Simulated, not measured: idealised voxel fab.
process module | voxel gate over fins
The width of the displayed cross-section, cut, is 155 nm; its cells are square, with a size of 5 nm.
Cross-section, as written here: a square-cell grid given band by band from the top down, where a band holds one or more rows of cells.
This entry defines a band. It first specifies the height of the band's top and the height of its bottom in nm, and then specifies the band's materials from left to right, stating each material with its width in nm. The word "edge to edge" identifies a single material that fills the band from edge to edge, while the word "air" identifies empty space.
Heights are expressed relative to 0, this being the level below which the as-received wafer comprises one material exclusively. The lowest band is unbounded in the downward direction and is denoted as in "z 0 and below".
Note: "30..40" means the width goes from the first number (top row of the band) to the second number (bottom row) in equal steps per row of cells.
"left unchanged", as given for a step, is the statement that not any cell of the cross-section underwent a change during that step.
"Sealed void listing" - sealed voids, min. 8 cells, no opening to top; format: width x height at distance (distance from left edge; nm throughout).
Past the settings on a step's line: simulator remark, on that step.
overlay nm: mask offset rightward from planned place, masked step; negative means leftward offset.

### The steps planned for the process are as follows
1) op RECEIVE | material Si
2) op CONFORMAL_DEP | material SiN | thk nm 5
3) op MASKED_ETCH | tone cover | mask id FINS | width nm 15 | pitch nm 50 | etch materials SiN | depth nm 5 | overlay nm 0
4) op MASKED_ETCH | tone cover | mask id FINS | width nm 15 | pitch nm 50 | etch materials Si | depth nm 30 | overlay nm 0
5) op FILL_DEP | material SiO2 | thk nm 5
6) op CMP | height nm 5
7) op DIRECTIONAL_DEP | material aC | thk nm 10
8) op PATTERN | tone open | mask id RAIL | material resist | width nm 15 | thk nm 30 | overlay nm 0
9) op DIRECTIONAL_ETCH | etch materials aC | depth nm 10
10) op STRIP | etch materials resist
11) op DIRECTIONAL_ETCH | etch materials SiO2 | depth nm 30
12) op STRIP | etch materials aC
13) op CONFORMAL_DEP | material TiN | thk nm 5
14) op FILL_DEP | material W | thk nm 10
15) op CMP | height nm 5
16) op SELECTIVE_ETCH | etch materials W Ru TiN | depth nm 20
17) op FILL_DEP | material SiO2 | thk nm 5
18) op CMP | height nm 5
19) op SELECTIVE_ETCH | etch materials SiO2 | depth nm 15
20) op STRIP | etch materials SiN
21) op CONFORMAL_DEP | material HfO2 | thk nm 5
22) op CONFORMAL_DEP | material TiN | thk nm 5
23) op FILL_DEP | material W | thk nm 10
24) op CMP | height nm 15
25) op CONFORMAL_DEP | material SiCN | thk nm 10
The plan shows the width nm of step 3 as the first wafer had it; this setting differs between the wafers, which start out alike.

### First of several wafers (as received, post step 1), cross-sectional view
  z 0 and below: Si edge to edge
  Sealed void listing: none

### After the module's final step, step 25: the first of several wafers in cross-section
  z 25 to 15: SiCN edge to edge
  z 15 to 10: W edge to edge
  z 10 to 5: W=10 / TiN=35 / W=15 / TiN=35 / W=15 / TiN=35 / W=10
  z 5 to 0: W=10 / TiN=5 / HfO2=25 / TiN=5 / W=15 / TiN=5 / HfO2=25 / TiN=5 / W=15 / TiN=5 / HfO2=25 / TiN=5 / W=10
  z 0 to -5: TiN=15 / HfO2=5 / Si=15 / HfO2=5 / TiN=25 / HfO2=5 / Si=15 / HfO2=5 / TiN=25 / HfO2=5 / Si=15 / HfO2=5 / TiN=15
  z -5 to -10: HfO2=20 / Si=15 / HfO2=35 / Si=15 / HfO2=35 / Si=15 / HfO2=20
  z -10 to -15: SiO2=20 / Si=15 / SiO2=35 / Si=15 / SiO2=35 / Si=15 / SiO2=20
  z -15 to -20: SiO2=20 / Si=15 / SiO2=10 / TiN=5 / W=5 / TiN=5 / SiO2=10 / Si=15 / SiO2=35 / Si=15 / SiO2=20
  z -20 to -25: SiO2=20 / Si=15 / SiO2=10 / TiN=15 / SiO2=10 / Si=15 / SiO2=35 / Si=15 / SiO2=20
  z -25 to -30: SiO2=20 / Si=15 / SiO2=35 / Si=15 / SiO2=35 / Si=15 / SiO2=20
  z -30 and below: Si edge to edge
  Sealed void listing: none

### End of module, last wafer sectioned
  z 25 to 15: SiCN edge to edge
  z 15 to 10: W edge to edge
  z 10 to 5: W=5 / TiN=45 / W=5 / TiN=45 / W=5 / TiN=45 / W=5
  z 5 to 0: W=5 / TiN=5 / HfO2=35 / TiN=5 / W=5 / TiN=5 / HfO2=35 / TiN=5 / W=5 / TiN=5 / HfO2=35 / TiN=5 / W=5
  z 0 to -5: TiN=10 / HfO2=5 / Si=25 / HfO2=5 / TiN=15 / HfO2=5 / Si=25 / HfO2=5 / TiN=15 / HfO2=5 / Si=25 / HfO2=5 / TiN=10
  z -5 to -10: HfO2=15 / Si=25 / HfO2=25 / Si=25 / HfO2=25 / Si=25 / HfO2=15
  z -10 to -15: SiO2=15 / Si=25 / SiO2=25 / Si=25 / SiO2=25 / Si=25 / SiO2=15
  z -15 to -20: SiO2=15 / Si=25 / SiO2=5 / TiN=5 / W=5 / TiN=5 / SiO2=5 / Si=25 / SiO2=25 / Si=25 / SiO2=15
  z -20 to -25: SiO2=15 / Si=25 / SiO2=5 / TiN=15 / SiO2=5 / Si=25 / SiO2=25 / Si=25 / SiO2=15
  z -25 to -30: SiO2=15 / Si=25 / SiO2=25 / Si=25 / SiO2=25 / Si=25 / SiO2=15
  z -30 and below: Si edge to edge
  Sealed void listing: none

### Heads up, this table goes wafer by wafer. A row tells you, at the end of the module, how many cells of each material that wafer has put on (+) or dropped (-) since it was received, and then its closed voids
width nm 15; +43 HfO2; -132 Si; +62 SiCN; +82 SiO2; +48 TiN; +52 W; Sealed void listing: none
width nm 20; +43 HfO2; -114 Si; +62 SiCN; +70 SiO2; +48 TiN; +46 W; Sealed void listing: none
width nm 25; +43 HfO2; -96 Si; +62 SiCN; +58 SiO2; +48 TiN; +40 W; Sealed void listing: none
